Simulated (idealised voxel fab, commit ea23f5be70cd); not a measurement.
process module | voxel self aligned contacts
cross-section cut | 200 nm wide | cells 5 nm
A cross-section is a grid of square cells, given in bands from the top down. A band is one or more rows of cells.
Each band's line starts with the height of the band's top and of its bottom, in nm. Then come its materials from left to right, each with its width in nm. One material with "throughout" fills the band from edge to edge. "air" is empty space.
Height 0 is the level under which the wafer as received is all one material. The lowest band goes on downwards, as in "0 down".
A width such as "30 to 40" changes by the same amount from each row of cells to the next, from the band's top row to its bottom row.
"no change" after a step means that no cell of the cross-section changed.
closed voids: empty space of 8 cells or more with no open way to the top, each as width x height at its distance from the left edge, in nm
after a step's settings: what the simulator itself notes on the step
overlay nm, on a step with a mask: how far to the right of its planned place the mask lay; to the left if negative
plan
1 op RECEIVE | material Si
2 op OXIDIZE | depth nm 5
3 op DIRECTIONAL_DEP | material polySi | thk nm 20
4 op DIRECTIONAL_DEP | material SiN | thk nm 25
5 op PATTERN | tone cover | mask id GATE | material resist | width nm 30 | pitch nm 70 | thk nm 20 | overlay nm 0
6 op DIRECTIONAL_ETCH | etch materials SiN | depth nm 25
7 op DIRECTIONAL_ETCH | etch materials polySi | depth nm 20
8 op STRIP | etch materials resist
9 op CONFORMAL_DEP | material SiN | thk nm 10
10 op DIRECTIONAL_ETCH | etch materials SiN | depth nm 10
11 op FILL_DEP | material SiO2 | thk nm 15
12 op CMP | height nm 50
13 op MASKED_ETCH | tone open | mask id CONTACT | width nm 50 | pitch nm 70 | etch materials SiO2 | depth nm 55 | overlay nm 0
14 op CONFORMAL_DEP | material TiN | thk nm 5
15 op FILL_DEP | material W | thk nm 5
16 op CMP | height nm 50
17 op CONFORMAL_DEP | material SiCN | thk nm 5
as received, after step 1
  0 down: Si throughout
  closed voids: none
a wafer at the end: this start, this plan, one mistake
  55 to 50: SiCN throughout
  50 to 45: SiO2 5 | SiN 50 | TiN 20 | SiN 50 | TiN 20 | SiN 50 | SiO2 5
  45 to 20: SiN throughout
  20 to 0: polySi throughout
  0 to -5: SiO2 throughout
  -5 down: Si throughout
  closed voids: none
what went wrong: step 4 was run twice
